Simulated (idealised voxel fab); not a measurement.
The following process module bears the name voxel released beams.
FYI the section here is cut, 180 nm wide, cells are 5 nm squares.
When this document writes out a cross-section, it uses a grid of square cells and lists it as bands, beginning at the top and moving down, with a band standing for one or more rows of cells.
A band entry consists of two parts. The first gives the height of the band's top and the height of its bottom, in nm. The rest lists the band's materials from left to right, each with its width in nm. A single material labelled with the word "everywhere" fills the band from edge to edge, and the word "air" marks empty space.
Heights from 0 (as-received wafer is one material below). Bottom band endless downward, as "0 and below".
Per-row width for "30..40": begins at first number (top row of band), ends at second number (bottom row), increment between rows held constant.
Step note "no modifications" = no cross-section cell changed.
"Enclosed void inventory" enumerates empty spaces isolated from the top, with no open way to it, that contain at least 8 cells, giving each as width x height at distance from the left edge, all three in nm.
On each step's line, the part that comes after the settings is the simulator's own comment on the step.
overlay nm: where the mask lay relative to plan, measured to the right, on steps with a mask; negatives go left.
-- List of planned process steps
step 1: RECEIVE, material Si
step 2: CONFORMAL_DEP, material SiN, thk nm 10
step 3: DIRECTIONAL_DEP, material SiO2, thk nm 20
step 4: PATTERN, tone open, mask id ANCHOR, material resist, width nm 35, thk nm 15, overlay nm 0
step 5: DIRECTIONAL_ETCH, etch materials SiO2, depth nm 20
step 6: STRIP, etch materials resist
step 7: CONFORMAL_DEP, material TiN, thk nm 15
step 8: DIRECTIONAL_DEP, material aC, thk nm 15
step 9: PATTERN, tone cover, mask id BEAM, material resist, width nm 90, thk nm 30, overlay nm 0
step 10: DIRECTIONAL_ETCH, etch materials aC, depth nm 15
step 11: STRIP, etch materials resist
step 12: DIRECTIONAL_ETCH, etch materials TiN, depth nm 15
step 13: STRIP, etch materials aC
step 14: STRIP, etch materials SiO2
For this document, wafers share an identical start and vary in the step 9 width nm; the plan quotes the first wafer's value.
-- Cross-section of the first incoming wafer of several, state after step 1
    0 and below  Si everywhere
    Enclosed void inventory: none
-- Per-wafer rows below. For each material: cells gained (+) or lost (-) since the wafer was received, as of end of module. Then: closed voids
width nm 90, +72 SiN, +78 TiN, Enclosed void inventory: none
width nm 95, +72 SiN, +81 TiN, Enclosed void inventory: none
width nm 100, +72 SiN, +84 TiN, Enclosed void inventory: none
width nm 105, +72 SiN, +87 TiN, Enclosed void inventory: none
width nm 110, +72 SiN, +90 TiN, Enclosed void inventory: none
width nm 115, +72 SiN, +93 TiN, Enclosed void inventory: none
